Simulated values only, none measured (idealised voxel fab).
process module | voxel gate over fins
Cross-section cut: width 150 nm, square cells of 5 nm.
Cross-section layout: square cells on a grid; listed as bands, top to bottom; a band spans one or more cell rows. Band: top height; bottom height; in nm. Then, left to right: material with width in nm, for each material. "everywhere": a single material spanning edge to edge. "air": empty space. A quick word on heights: they are counted from 0, and under that level the wafer as it came to us is one material throughout. The lowest band is different from the rest in having no bottom; it simply continues downward, written as in "0 down". So if you see something like "30->40" for the width, read it as the top row of the band sitting at the first number and the bottom row at the second, with every row in between moving by the same amount as the last. Basically "no modifications" means that step didn't change any cell in the cross-section. This entry, "Entrapped voids", enumerates those empty regions of no fewer than 8 cells that possess no open connection to the top. Each region is reported in the form width x height at distance, the distance being taken from the left edge, with all three quantities expressed in nm. Formally, on a step line, whatever follows the settings is a remark that the simulator itself makes on the step. The line of a step may include "overlay nm". On a step with a mask, this value is how far to the right of its planned place the mask lay. A negative value means the mask lay to the left.
### Here's what the planned process steps look like
| 1 | RECEIVE, material Si |
| 2 | CONFORMAL_DEP, material SiN, thk nm 5 |
| 3 | MASKED_ETCH, tone cover, mask id FINS, width nm 15, pitch nm 60, etch materials SiN, depth nm 5, overlay nm 0 |
| 4 | MASKED_ETCH, tone cover, mask id FINS, width nm 15, pitch nm 60, etch materials Si, depth nm 40, overlay nm -15 |
| 5 | OXIDIZE, depth nm 5 |
| 6 | FILL_DEP, material SiO2, thk nm 5 |
| 7 | CMP, height nm 5 |
| 8 | DIRECTIONAL_DEP, material aC, thk nm 15 |
| 9 | PATTERN, tone open, mask id RAIL, material resist, width nm 15, thk nm 35, overlay nm 0 |
| 10 | DIRECTIONAL_ETCH, etch materials aC, depth nm 15 |
| 11 | STRIP, etch materials resist |
| 12 | DIRECTIONAL_ETCH, etch materials SiO2, depth nm 40 |
| 13 | STRIP, etch materials aC |
| 14 | CONFORMAL_DEP, material TiN, thk nm 5 |
| 15 | FILL_DEP, material W, thk nm 10 |
| 16 | CMP, height nm 5 |
| 17 | SELECTIVE_ETCH, etch materials W Ru TiN, depth nm 25 |
| 18 | FILL_DEP, material SiO2, thk nm 5 |
| 19 | CMP, height nm 5 |
| 20 | SELECTIVE_ETCH, etch materials SiO2, depth nm 20 |
| 21 | STRIP, etch materials SiN |
| 22 | CONFORMAL_DEP, material HfO2, thk nm 5 |
| 23 | CONFORMAL_DEP, material TiN, thk nm 5 |
| 24 | FILL_DEP, material W, thk nm 10 |
| 25 | CMP, height nm 15 |
| 26 | CONFORMAL_DEP, material SiCN, thk nm 5 |
All wafers enter the flow in the same state. The overlay nm at step 4 differs from wafer to wafer, and the plan gives the value for the first wafer.
### First of several wafers, received after step 1, in cross-section
> 0 down  Si everywhere
> Entrapped voids: none
### Basically each wafer gets a line in the table, showing it at the end of the module: material by material, the cells it gained (+) or lost (-) since we got it, then its closed voids
overlay nm -15; +42 HfO2; -204 Si; +30 SiCN; +123 SiO2; +49 TiN; +80 W; Entrapped voids: none
overlay nm -10; +42 HfO2; -220 Si; +30 SiCN; +135 SiO2; +49 TiN; +84 W; Entrapped voids: none
overlay nm -5; +42 HfO2; -236 Si; +30 SiCN; +147 SiO2; +49 TiN; +88 W; Entrapped voids: none
overlay nm 0; +42 HfO2; -252 Si; +30 SiCN; +159 SiO2; +49 TiN; +92 W; Entrapped voids: none
overlay nm 5; +42 HfO2; -236 Si; +30 SiCN; +147 SiO2; +49 TiN; +88 W; Entrapped voids: none
overlay nm 10; +42 HfO2; -220 Si; +30 SiCN; +135 SiO2; +49 TiN; +84 W; Entrapped voids: none
overlay nm 15; +42 HfO2; -204 Si; +30 SiCN; +123 SiO2; +49 TiN; +80 W; Entrapped voids: none
